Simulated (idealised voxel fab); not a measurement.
The following process module bears the name voxel fin reveal.
Displayed cross-section: cut, width of 275 nm, square cells sized 5 nm.
Format of a cross-section: grid, square cells. Given as bands. Order: top down. Band: one or more rows of cells.
What a band's entry tells you: where the top is and where the bottom is, as heights in nm, and after that what lies inside, material by material from left to right, each with its width in nm. Empty space is written as the word "air", and a single material marked with the word "all across" occupies the band from edge to edge.
Heads up on the height convention: 0 is the point under which the incoming wafer is all one material, and the lowest band has no bottom, it just keeps going down, like "0 -> down".
A width given as "30->40" starts at the first number in the band's top row and ends at the second number in its bottom row, shifting by an equal amount at every step from row to row.
You'll sometimes find "all unchanged" written for a step, and that's the way of saying that nowhere in the cross-section did a cell change during that step.
You'll see "Enclosed internal voids" listing empty spaces that have no way open to the top, as long as they're 8 cells or more; the notation is width x height at distance, where the distance is from the left edge, and all of it is in nm.
Step line, after settings: the simulator's comment on this step.
Steps that use a mask can have "overlay nm" on their line. It says how far the mask sat to the right of where it was meant to be. Negative means to the left.
-- The following list gives the planned process steps
1. RECEIVE [material Si]
2. CONFORMAL_DEP [material SiN] [thk nm 5]
3. MASKED_ETCH [tone cover] [mask id FINS] [width nm 15] [pitch nm 40] [etch materials SiN] [depth nm 5] [overlay nm 0]
4. MASKED_ETCH [tone cover] [mask id FINS] [width nm 15] [pitch nm 40] [etch materials Si] [depth nm 35] [overlay nm 0]
5. FILL_DEP [material SiO2] [thk nm 10]
6. CMP [height nm 5]
7. SELECTIVE_ETCH [etch materials SiO2] [depth nm 25]
8. STRIP [etch materials SiN]
9. CONFORMAL_DEP [material HfO2] [thk nm 5]
-- as received, after step 1
0 -> down: Si all across
Enclosed internal voids: none
-- Post-module cross-section: identical start and plan to those above, one misstep in execution
5 -> 0: 105 of air / 25 of HfO2 / 15 of air / 25 of HfO2 / 105 of air
0 -> -15: 105 of air / 5 of HfO2 / 15 of Si / 5 of HfO2 / 15 of air / 5 of HfO2 / 15 of Si / 5 of HfO2 / 105 of air
-15 -> -20: 110 of HfO2 / 15 of Si / 25 of HfO2 / 15 of Si / 110 of HfO2
-20 -> -70: 110 of SiO2 / 15 of Si / 25 of SiO2 / 15 of Si / 110 of SiO2
-70 -> down: Si all across
Enclosed internal voids: none
Error vs. plan: step 4 of the plan was carried out twice
